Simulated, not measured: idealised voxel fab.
The following is a process module called voxel ribs on slabs.
cross-section cut | 235 nm wide | cells 5 nm
We lay out every cross-section as a grid of square cells and spell it out in bands from the top down, where one band means one or more rows of cells. The entry gives the band's vertical extent as a top height and a bottom height in nm, then its horizontal make-up as materials from left to right, each with a width in nm. "blank" stands for empty space; a single material marked "edge to edge" fills the band edge to edge. Where do heights start? At 0: under that level the wafer as delivered is made of one material only. And the lowest band has no floor; it just carries on downward, as in "0..down". The width entry "30->40" should be interpreted row by row: the top row of cells in the band takes the first number, the bottom row takes the second number, and the change between adjacent rows is uniform throughout. It should be understood that the words "same as before", when stated for a given step, signify that the cross-section underwent no change in any of its cells during that step. The list in "Closed empty spaces" covers empty spaces of 8 cells or more that cannot reach the top through any open way, and it gives each as width x height at distance; the distance is from the left edge, and width, height and distance are in nm. Note: text after step settings on the step line = simulator remark on that step. A step's line can hold "overlay nm"; with a mask on that step, the setting says how far right of the planned place the mask lay, while a negative setting says it lay to the left.

# Planned step list for the process
1 RECEIVE (material Si)
2 DIRECTIONAL_DEP (material SiO2; thk nm 20)
3 DIRECTIONAL_DEP (material SiN; thk nm 25)
4 DIRECTIONAL_DEP (material aC; thk nm 15)
5 PATTERN (tone cover; mask id RIB; material resist; width nm 30; thk nm 35; overlay nm 0)
6 DIRECTIONAL_ETCH (etch materials aC; depth nm 15)
7 STRIP (etch materials resist)
8 DIRECTIONAL_ETCH (etch materials SiN; depth nm 5)
9 STRIP (etch materials aC)
10 MASKED_ETCH (tone cover; mask id SLAB; width nm 60; etch materials SiN; depth nm 20; overlay nm 0)
11 FILL_DEP (material SiO2; thk nm 15)
12 CMP (height nm 55)
13 DIRECTIONAL_DEP (material TiN; thk nm 5)
14 PATTERN (tone cover; mask id HEATER; material resist; width nm 40; thk nm 20; overlay nm 0)
15 DIRECTIONAL_ETCH (etch materials TiN; depth nm 5)
16 STRIP (etch materials resist)
17 CONFORMAL_DEP (material SiN; thk nm 5)

# The first wafer of two, processed as planned

# Wafer as received: cross-section following step 1
  0..down  Si edge to edge
  Closed empty spaces: none

# Step 2 complete: cross-section through the wafer
  20..0  SiO2 edge to edge
  Rest of section, below 0: as before.

# Step 3 complete: cross-section through the wafer
  45..20  SiN edge to edge
  Rest of section, below 20: as before.

# Step 4 complete: cross-section through the wafer
  60..45  aC edge to edge
  Rest of section, below 45: as before.

# Step 5 complete: cross-section through the wafer
  95..60  blank 100, then resist 30, then blank 105
  Rest of section, below 60: as before.

# Step 6 complete: cross-section through the wafer
  80..60  blank 100, then resist 30, then blank 105
  60..45  blank 100, then aC 30, then blank 105
  Rest of section, below 45: as before.

# Step 7 complete: cross-section through the wafer
  60..45  blank 100, then aC 30, then blank 105
  Rest of section, below 45: as before.

# Step 8 complete: cross-section through the wafer
  60..45  blank 100, then aC 30, then blank 105
  45..40  blank 100, then SiN 30, then blank 105
  Rest of section, below 40: as before.

# Step 9 complete: cross-section through the wafer
  45..40  blank 100, then SiN 30, then blank 105
  Rest of section, below 40: as before.

# Step 10 complete: cross-section through the wafer
  45..40  blank 100, then SiN 30, then blank 105
  40..20  blank 85, then SiN 60, then blank 90
  Rest of section, below 20: as before.

# Step 11 complete: cross-section through the wafer
  60..45  SiO2 edge to edge
  45..40  SiO2 100, then SiN 30, then SiO2 105
  40..20  SiO2 85, then SiN 60, then SiO2 90
  Rest of section, below 20: as before.

# Step 12 complete: cross-section through the wafer
  55..45  SiO2 edge to edge
  Rest of section, below 45: as before.

# Step 13 complete: cross-section through the wafer
  60..55  TiN edge to edge
  Rest of section, below 55: as before.

# Step 14 complete: cross-section through the wafer
  80..60  blank 95, then resist 40, then blank 100
  Rest of section, below 60: as before.

# Step 15 complete: cross-section through the wafer
  80..60  blank 95, then resist 40, then blank 100
  60..55  blank 95, then TiN 40, then blank 100
  Rest of section, below 55: as before.

# Step 16 complete: cross-section through the wafer
  60..55  blank 95, then TiN 40, then blank 100
  Rest of section, below 55: as before.

# Step 17 complete: cross-section through the wafer
  65..60  blank 90, then SiN 50, then blank 95
  60..55  SiN 95, then TiN 40, then SiN 100
  Rest of section, below 55: as before.

# Second Wafer (Identical Start and Plan, One Processing Error; Matches First Wafer Through Step 13)

# Second wafer cross-section, taken as of the time the plan sets for step 14 to be done
  80..60  blank 90, then resist 50, then blank 95
  Rest of section, below 60: as before.

# Second wafer cross-section, taken as of the time the plan sets for step 15 to be done
  80..60  blank 90, then resist 50, then blank 95
  60..55  blank 90, then TiN 50, then blank 95
  Rest of section, below 55: as before.

# Second wafer cross-section, taken as of the time the plan sets for step 16 to be done
  60..55  blank 90, then TiN 50, then blank 95
  Rest of section, below 55: as before.

# Second wafer cross-section, taken as of the time the plan sets for step 17 to be done
  65..60  blank 85, then SiN 60, then blank 90
  60..55  SiN 90, then TiN 50, then SiN 95
  Rest of section, below 55: as before.
Short version of what went wrong: step 14 went in with a setting other than planned; the actual run was PATTERN (tone cover; mask id HEATER; material resist; width nm 50; thk nm 20; overlay nm 0)
at the end the second wafer has, in cells: +2 TiN
